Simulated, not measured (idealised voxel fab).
Process module under the name voxel quadruple lines
This is section cut - it's 140 nm across, gridded in 5 nm square cells.
Cross-section spec: square-cell grid; bands listed top down; each band is one or more rows. In this notation a band is specified by the heights of its top and bottom, in that order and in nm, after which its materials appear from left to right, each paired with its width in nm. The word "everywhere" attached to a single material means that material fills the band from edge to edge; the word "air" stands for empty space. Note: height 0 marks the level under which the wafer is uniformly one material as received. Lowest band unbounded below, written "top 0, no bottom". The width entry "30->40" should be interpreted row by row: the top row of cells in the band takes the first number, the bottom row takes the second number, and the change between adjacent rows is uniform throughout. Given "remains unaltered" for a step, no cell of the cross-section differs between before and after that step. Basically, "Sealed internal voids" tells you about the enclosed voids: empty spaces with no open way to the top, 8 cells or bigger, each written width x height at distance, where distance is from the left edge, all in nm. On a step's line, text after the settings is the simulator commenting on that step. overlay nm: mask offset rightward from planned place, masked step; negative means leftward offset.

### Intended process steps
1 RECEIVE: material Si
2 CONFORMAL_DEP: material SiO2, thk nm 5
3 DIRECTIONAL_DEP: material TiN, thk nm 10
4 DIRECTIONAL_DEP: material polySi, thk nm 15
5 DIRECTIONAL_DEP: material aC, thk nm 20
6 PATTERN: tone cover, mask id MANDREL, material resist, width nm 25, thk nm 25, overlay nm 0
7 DIRECTIONAL_ETCH: etch materials aC, depth nm 20
8 STRIP: etch materials resist
9 CONFORMAL_DEP: material SiO2, thk nm 15
10 DIRECTIONAL_ETCH: etch materials SiO2, depth nm 15
11 STRIP: etch materials aC
12 DIRECTIONAL_ETCH: etch materials polySi, depth nm 15
13 STRIP: etch materials SiO2
14 CONFORMAL_DEP: material SiCN, thk nm 10
15 DIRECTIONAL_ETCH: etch materials SiCN, depth nm 10
16 STRIP: etch materials polySi
17 DIRECTIONAL_ETCH: etch materials TiN, depth nm 10
18 STRIP: etch materials SiCN
19 FILL_DEP: material SiO2, thk nm 10
20 CMP: height nm 15
The value of width nm given for step 6 in the plan refers to the first wafer; the wafers vary in this setting and are alike at the start.

### First wafer of several, as received: cross-section after step 1
* top 0, no bottom = Si everywhere
* Sealed internal voids: none

### Heads up, this table goes wafer by wafer. A row tells you, at the end of the module, how many cells of each material that wafer has put on (+) or dropped (-) since it was received, and then its closed voids
width nm 25 | +68 SiO2 | +16 TiN | Sealed internal voids: none
width nm 30 | +68 SiO2 | +16 TiN | Sealed internal voids: none
width nm 35 | +68 SiO2 | +16 TiN | Sealed internal voids: none
width nm 40 | +68 SiO2 | +16 TiN | Sealed internal voids: none
width nm 45 | +68 SiO2 | +16 TiN | Sealed internal voids: none
width nm 50 | +68 SiO2 | +16 TiN | Sealed internal voids: none
